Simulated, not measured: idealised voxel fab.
The following process module bears the name voxel transistor to metal.
The cross-section on display is named cut; it measures 165 nm wide, and its cells are 5 nm squares.
A cross-section in this document is a grid of square cells, and it is written down as bands, the top band listed before the ones below it; a band is made up of one or more rows of cells. Band: top height; bottom height; in nm. Then, left to right: material with width in nm, for each material. "edge to edge": a single material spanning edge to edge. "air": empty space. It should be noted that heights are counted from 0, beneath which the wafer as supplied is of one material throughout, and that the lowest band possesses no lower boundary but continues downward, as written in "top 0, no bottom". So if you see something like "30->40" for the width, read it as the top row of the band sitting at the first number and the bottom row at the second, with every row in between moving by the same amount as the last. Where a step carries "identical to before", the cross-section came out of it unchanged, cell for cell. "Voids, fully enclosed" means: voids of 8 cells or more that are shut off from the top with no open way through. Written width x height at distance, distance from the left edge, in nm. Read whatever lies past the settings on a step's line as the simulator's own remark about the step. "overlay nm" answers the question of how far to the right of plan the mask lay on a step that has a mask, and when it is negative the answer is to the left.

**Steps in the process plan**
| 1 | RECEIVE, material Si |
| 2 | CONFORMAL_DEP, material SiO2, thk nm 5 |
| 3 | CONFORMAL_DEP, material SiN, thk nm 10 |
| 4 | MASKED_ETCH, tone cover, mask id ACTIVE, width nm 110, etch materials SiN, depth nm 10, overlay nm 0 |
| 5 | MASKED_ETCH, tone cover, mask id ACTIVE, width nm 110, etch materials SiO2, depth nm 5, overlay nm 0 |
| 6 | MASKED_ETCH, tone cover, mask id ACTIVE, width nm 110, etch materials Si, depth nm 35, overlay nm -10 |
| 7 | FILL_DEP, material SiO2, thk nm 15 |
| 8 | CMP, height nm 15 |
| 9 | SELECTIVE_ETCH, etch materials SiO2, depth nm 10 |
| 10 | STRIP, etch materials SiN |
| 11 | SELECTIVE_ETCH, etch materials SiO2, depth nm 5 |
| 12 | OXIDIZE, depth nm 5 |
| 13 | DIRECTIONAL_DEP, material polySi, thk nm 25 |
| 14 | DIRECTIONAL_DEP, material SiCN, thk nm 10 |
| 15 | DIRECTIONAL_DEP, material aC, thk nm 15 |
| 16 | PATTERN, tone cover, mask id GATE, material resist, width nm 20, thk nm 30, overlay nm 0 |
| 17 | DIRECTIONAL_ETCH, etch materials aC, depth nm 15 |
| 18 | STRIP, etch materials resist |
| 19 | DIRECTIONAL_ETCH, etch materials SiCN, depth nm 20 |
| 20 | DIRECTIONAL_ETCH, etch materials polySi, depth nm 35 |
| 21 | STRIP, etch materials aC |
| 22 | CONFORMAL_DEP, material SiO2, thk nm 5 |
| 23 | DIRECTIONAL_ETCH, etch materials SiO2, depth nm 5 |
| 24 | CONFORMAL_DEP, material SiN, thk nm 5 |
| 25 | DIRECTIONAL_ETCH, etch materials SiN, depth nm 5 |
| 26 | DIRECTIONAL_ETCH, etch materials SiO2, depth nm 5 |
| 27 | DIRECTIONAL_ETCH, etch materials Si, depth nm 10 |
| 28 | EPI, material nSi, thk nm 15 |
| 29 | FILL_DEP, material SiO2, thk nm 5 |
| 30 | CMP, height nm 35 |
| 31 | DIRECTIONAL_DEP, material SiO2, thk nm 10 |
| 32 | PATTERN, tone open, mask id CONTACT, material resist, width nm 35, pitch nm 65, thk nm 20, overlay nm 0 |
| 33 | DIRECTIONAL_ETCH, etch materials SiO2, depth nm 45 |
| 34 | STRIP, etch materials resist |
| 35 | CONFORMAL_DEP, material TiN, thk nm 5 |
| 36 | FILL_DEP, material Ru, thk nm 10 |
| 37 | CMP, height nm 45 |
| 38 | CONFORMAL_DEP, material SiN, thk nm 5 |
| 39 | DIRECTIONAL_DEP, material lowk, thk nm 20 |
| 40 | PATTERN, tone open, mask id METAL_1, material resist, width nm 20, pitch nm 80, thk nm 15, overlay nm 0 |
| 41 | DIRECTIONAL_ETCH, etch materials lowk, depth nm 20 |
| 42 | DIRECTIONAL_ETCH, etch materials SiN, depth nm 5 |
| 43 | STRIP, etch materials resist |
| 44 | CONFORMAL_DEP, material TiN, thk nm 5 |
| 45 | FILL_DEP, material W, thk nm 5 |
| 46 | CMP, height nm 70 |
| 47 | CONFORMAL_DEP, material SiCN, thk nm 5 |
Wafer-to-wafer difference: overlay nm, step 6. Common start. Plan = first wafer's value.

**So this is the first of several wafers, cross-sectioned as it came to us, meaning it's at the end of step 1**
top 0, no bottom  Si edge to edge
Voids, fully enclosed: none

**Per-wafer rows below. For each material: cells gained (+) or lost (-) since the wafer was received, as of end of module. Then: closed voids**
overlay nm -10; +54 Ru; -119 Si; +41 SiCN; +39 SiN; +212 SiO2; +70 TiN; +16 W; +100 lowk; +62 nSi; +20 polySi; Voids, fully enclosed: none
overlay nm -5; +54 Ru; -123 Si; +41 SiCN; +39 SiN; +219 SiO2; +70 TiN; +16 W; +100 lowk; +59 nSi; +20 polySi; Voids, fully enclosed: none
overlay nm 0; +54 Ru; -127 Si; +41 SiCN; +39 SiN; +226 SiO2; +70 TiN; +16 W; +100 lowk; +56 nSi; +20 polySi; Voids, fully enclosed: none
overlay nm 5; +54 Ru; -123 Si; +41 SiCN; +39 SiN; +219 SiO2; +70 TiN; +16 W; +100 lowk; +59 nSi; +20 polySi; Voids, fully enclosed: none
overlay nm 10; +54 Ru; -119 Si; +41 SiCN; +39 SiN; +212 SiO2; +70 TiN; +16 W; +100 lowk; +62 nSi; +20 polySi; Voids, fully enclosed: none
overlay nm 15; +54 Ru; -115 Si; +41 SiCN; +39 SiN; +205 SiO2; +70 TiN; +16 W; +100 lowk; +65 nSi; +20 polySi; Voids, fully enclosed: none
